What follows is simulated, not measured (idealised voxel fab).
This section sets out a process module, namely voxel ribs on slabs.
We display cut, a cross-section 170 nm in width whose square cells are each 5 nm.
The cross-sections in this document take the form of a grid made of square cells. They are written out as bands, in order from top to bottom. Each band consists of one or more rows of cells. Read a band's entry like this: the first values are the height of its top and the height of its bottom in nm, and what follows is the sequence of materials from left to right, each with its width in nm. Note that "air" is empty space, and that a single material marked "everywhere" reaches across the band from edge to edge. Beneath 0, the wafer as received is one material, and that level is where height counting begins. The lowest band goes on downward without a bottom; it is written like "z 0 and below". Read "30 to 40" as a graded width: first number on top, second number at the bottom, same change between each pair of neighbouring rows. "identical to before" means the step left every cell of the cross-section as it was. Any empty space of 8 cells or more lacking an open way to the top shows up in "Listed closed voids" as width x height at distance, distance from the left edge, in nm. Note: text after step settings on the step line = simulator remark on that step. On any step carrying a mask, the "overlay nm" setting, if present on the step's line, tells how far right of its planned place the mask lay; negative values point to the left.
# Steps planned for the process
- 1: RECEIVE (material Si)
- 2: DIRECTIONAL_DEP (material SiO2; thk nm 30)
- 3: DIRECTIONAL_DEP (material polySi; thk nm 15)
- 4: PATTERN (tone cover; mask id RIB; material resist; width nm 25; thk nm 20; overlay nm 0)
- 5: DIRECTIONAL_ETCH (etch materials polySi; depth nm 5)
- 6: STRIP (etch materials resist)
- 7: DIRECTIONAL_DEP (material aC; thk nm 15)
- 8: PATTERN (tone cover; mask id SLAB; material resist; width nm 65; thk nm 35; overlay nm 0)
- 9: DIRECTIONAL_ETCH (etch materials aC; depth nm 15)
- 10: STRIP (etch materials resist)
- 11: DIRECTIONAL_ETCH (etch materials polySi; depth nm 10)
- 12: STRIP (etch materials aC)
- 13: FILL_DEP (material SiO2; thk nm 25)
- 14: CMP (height nm 60)
- 15: DIRECTIONAL_DEP (material W; thk nm 5)
- 16: DIRECTIONAL_DEP (material aC; thk nm 10)
- 17: PATTERN (tone cover; mask id HEATER; material resist; width nm 35; thk nm 30; overlay nm 0)
- 18: DIRECTIONAL_ETCH (etch materials aC; depth nm 10)
- 19: STRIP (etch materials resist)
- 20: DIRECTIONAL_ETCH (etch materials W; depth nm 5)
- 21: STRIP (etch materials aC)
- 22: CONFORMAL_DEP (material SiN; thk nm 5)
# Incoming wafer, cross-sectional view, post step 1
    z 0 and below  Si everywhere
    Listed closed voids: none
# Starting wafer: above. Plan: above. Run: one mistake. Cross-section after the module: below
    z 70 to 65  air: 60, then SiN: 45, then air: 65
    z 65 to 60  SiN: 65, then W: 35, then SiN: 70
    z 60 to 45  SiO2 everywhere
    z 45 to 40  SiO2: 75, then polySi: 25, then SiO2: 70
    z 40 to 30  SiO2: 50, then polySi: 65, then SiO2: 55
    z 30 to 0  SiO2 everywhere
    z 0 and below  Si everywhere
    Listed closed voids: none
In executing the process, a mistake was made relative to the plan: off-plan run, step 4, actual operation and settings PATTERN (tone cover; mask id RIB; material resist; width nm 25; thk nm 20; overlay nm 5)
